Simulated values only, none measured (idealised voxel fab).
process module | voxel lift off
FYI the section here is cut, 155 nm wide, cells are 5 nm squares.
Cross-section layout: square cells on a grid; listed as bands, top to bottom; a band spans one or more cell rows.
It is stipulated that each band's entry specify, in nanometres, the height of the top of the band and then that of its bottom, followed by the materials of the band in left-to-right sequence, each together with its width in nanometres. A single material marked by the word "throughout" is understood to fill the band from edge to edge; the word "air" is understood to denote empty space.
For the purposes of this specification, 0 denotes the height below which the wafer in its as-received condition is composed wholly of one material, and the lowermost band, lacking a lower limit, extends downward without end, as expressed in "0 down".
Width spec "30->40" -> top row of cells at first value, bottom row at second value, equal per-row change in between.
The cross-section has no changed cell in any step marked "everything unchanged".
The entry titled "Closed void catalog" provides the empty spaces that have no open way to the top, restricted to those of 8 cells or more. Each is presented as width x height at distance, the distance being measured from the left edge, with all three in nm.
after a step's settings: what the simulator itself notes on the step
A step line may carry the setting "overlay nm", which, for steps involving a mask, states the distance by which the mask lay to the right of its intended position; negative values denote displacement to the left.

This section lists the process steps that were planned
1) RECEIVE, material Si
2) CONFORMAL_DEP, material SiN, thk nm 10
3) PATTERN, tone open, mask id LINES, material resist, width nm 15, pitch nm 35, thk nm 25, overlay nm 0
4) DIRECTIONAL_DEP, material Ru, thk nm 15
5) STRIP, etch materials resist
6) CONFORMAL_DEP, material SiCN, thk nm 10

Incoming wafer, cross-sectional view, post step 1
	0 down | Si throughout
	Closed void catalog: none

Wafer cross-section at module end: first of two, run to plan
	35 to 25 | 5 nm air, then 140 nm SiCN, then 10 nm air
	25 to 20 | 5 nm air, then 10 nm SiCN, then 15 nm Ru, then 20 nm SiCN, then 15 nm Ru, then 20 nm SiCN, then 15 nm Ru, then 20 nm SiCN, then 15 nm Ru, then 10 nm SiCN, then 10 nm air
	20 to 10 | 15 nm SiCN, then 15 nm Ru, then 20 nm SiCN, then 15 nm Ru, then 20 nm SiCN, then 15 nm Ru, then 20 nm SiCN, then 15 nm Ru, then 20 nm SiCN
	10 to 0 | SiN throughout
	0 down | Si throughout
	Closed void catalog: none

Wafer two (of two), end-of-module cross-section: start = wafer one, plan = wafer one, one run mistake
	35 to 25 | 5 nm air, then 140 nm SiCN, then 10 nm air
	25 to 20 | 5 nm air, then 10 nm SiCN, then 15 nm Ru, then 20 nm SiCN, then 15 nm Ru, then 20 nm SiCN, then 15 nm Ru, then 20 nm SiCN, then 15 nm Ru, then 10 nm SiCN, then 10 nm air
	20 to 10 | 15 nm SiCN, then 15 nm Ru, then 20 nm SiCN, then 15 nm Ru, then 20 nm SiCN, then 15 nm Ru, then 20 nm SiCN, then 15 nm Ru, then 20 nm SiCN
	10 to 0 | Ru throughout
	0 down | Si throughout
	Closed void catalog: none
So what did we get wrong on this run? step 2 was run on a setting that differed from the plan, and what really ran there is CONFORMAL_DEP, material Ru, thk nm 10
Final difference in cells, second wafer against first, listed per material as more or fewer: 62 more of Ru; 62 fewer of SiN
